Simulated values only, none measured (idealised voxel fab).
process module | voxel gate over fins
cross-section cut | 265 nm wide | cells 5 nm
A cross-section is a grid of square cells, given in bands from the top down. A band is one or more rows of cells.
Each band's line starts with the height of the band's top and of its bottom, in nm. Then come its materials from left to right, each with its width in nm. One material with "throughout" fills the band from edge to edge. "air" is empty space.
Height 0 is the level under which the wafer as received is all one material. The lowest band goes on downwards, as in "0 down".
A width such as "30 to 40" changes by the same amount from each row of cells to the next, from the band's top row to its bottom row.
"no change" after a step means that no cell of the cross-section changed.
closed voids: empty space of 8 cells or more with no open way to the top, each as width x height at its distance from the left edge, in nm
after a step's settings: what the simulator itself notes on the step
overlay nm, on a step with a mask: how far to the right of its planned place the mask lay; to the left if negative
plan
1 op RECEIVE | material Si
2 op CONFORMAL_DEP | material SiN | thk nm 10
3 op DIRECTIONAL_DEP | material aC | thk nm 10
4 op PATTERN | tone cover | mask id FINS | material resist | width nm 15 | pitch nm 50 | thk nm 30 | overlay nm 0
5 op DIRECTIONAL_ETCH | etch materials aC | depth nm 10
6 op STRIP | etch materials resist
7 op DIRECTIONAL_ETCH | etch materials SiN | depth nm 10
8 op DIRECTIONAL_ETCH | etch materials Si | depth nm 30
9 op STRIP | etch materials aC
10 op FILL_DEP | material SiO2 | thk nm 10
11 op CMP | height nm 10
12 op PATTERN | tone open | mask id RAIL | material resist | width nm 15 | thk nm 20 | overlay nm 0
13 op DIRECTIONAL_ETCH | etch materials SiO2 | depth nm 35
14 op STRIP | etch materials resist
15 op CONFORMAL_DEP | material TiN | thk nm 5
16 op FILL_DEP | material W | thk nm 10
17 op CMP | height nm 10
18 op SELECTIVE_ETCH | etch materials W Ru TiN | depth nm 25
19 op FILL_DEP | material SiO2 | thk nm 5
20 op CMP | height nm 10
21 op SELECTIVE_ETCH | etch materials SiO2 | depth nm 20
22 op STRIP | etch materials SiN
23 op CONFORMAL_DEP | material HfO2 | thk nm 5
24 op CONFORMAL_DEP | material TiN | thk nm 5
25 op FILL_DEP | material W | thk nm 15
26 op CMP | height nm 20
27 op CONFORMAL_DEP | material SiCN | thk nm 5
varied across the wafers: thk nm of step 15. The plan shows the first wafer's value. All wafers start alike
first wafer as received, after step 1
  0 down: Si throughout
  closed voids: none
each wafer at the end: cells of each material gained (+) or lost (-) since it was received, then its closed voids
thk nm 5 | +61 HfO2 | -282 Si | +53 SiCN | +182 SiO2 | +66 TiN | +185 W | closed voids: none
thk nm 10 | +61 HfO2 | -282 Si | +53 SiCN | +182 SiO2 | +67 TiN | +184 W | closed voids: none
thk nm 15 | +61 HfO2 | -282 Si | +53 SiCN | +182 SiO2 | +67 TiN | +184 W | closed voids: none
thk nm 20 | +61 HfO2 | -282 Si | +53 SiCN | +182 SiO2 | +67 TiN | +184 W | closed voids: none
